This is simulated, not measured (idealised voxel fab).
Title: Process Module voxel tone inversion
Cross-section cut spans 140 nm and uses square cells 5 nm in size.
Square cells in a grid make up a cross-section in this document, and the grid is given as bands, listed from the top down, each one or more rows of cells.
What a band's entry tells you: where the top is and where the bottom is, as heights in nm, and after that what lies inside, material by material from left to right, each with its width in nm. Empty space is written as the word "air", and a single material marked with the word "throughout" occupies the band from edge to edge.
Counting heights begins at 0, where everything beneath is, in the wafer as received, one material. The lowest band has no bottom; it goes on downwards, as "0..down" shows.
Think of "30->40" as a width that walks from the first number to the second as you go down the band, top row to bottom row, taking equal-sized steps from row to row.
"no change occurred" after a step means that no cell of the cross-section changed.
You'll see "Internal closed voids" listing empty spaces that have no way open to the top, as long as they're 8 cells or more; the notation is width x height at distance, where the distance is from the left edge, and all of it is in nm.
Read whatever lies past the settings on a step's line as the simulator's own remark about the step.
"overlay nm" denotes, for a step that has a mask, the displacement of the mask to the right of its planned place, with negative values corresponding to the left.
**The following list gives the planned process steps**
1,RECEIVE, material Si
2,CONFORMAL_DEP, material SiCN, thk nm 10
3,DIRECTIONAL_DEP, material aC, thk nm 15
4,PATTERN, tone cover, mask id POSTS, material resist, width nm 15, pitch nm 30, thk nm 25, overlay nm 0
5,DIRECTIONAL_ETCH, etch materials aC, depth nm 15
6,STRIP, etch materials resist
7,FILL_DEP, material lowk, thk nm 10
8,CMP, height nm 25
9,STRIP, etch materials aC
**As-received wafer cross-section (after step 1)**
    0..down = Si throughout
    Internal closed voids: none
**Module complete - cross-section of the first of two wafers, run according to plan**
    25..10 = lowk 45 nm | air 15 nm | lowk 15 nm | air 15 nm | lowk 50 nm
    10..0 = SiCN throughout
    0..down = Si throughout
    Internal closed voids: none
**Same start, same plan as the first wafer - but one mistake in the run. Cross-section of the second of the two at the end of the module**
    25..15 = SiCN throughout
    15..0 = aC throughout
    0..down = Si throughout
    Internal closed voids: none
So what did we get wrong on this run? the intended sequence of steps 2 and 3 was reversed during processing, with each occupying the position of the other
The closing comparison, in cells, has the second wafer with more or fewer of some materials than the first: aC: 84 more | lowk: 66 fewer
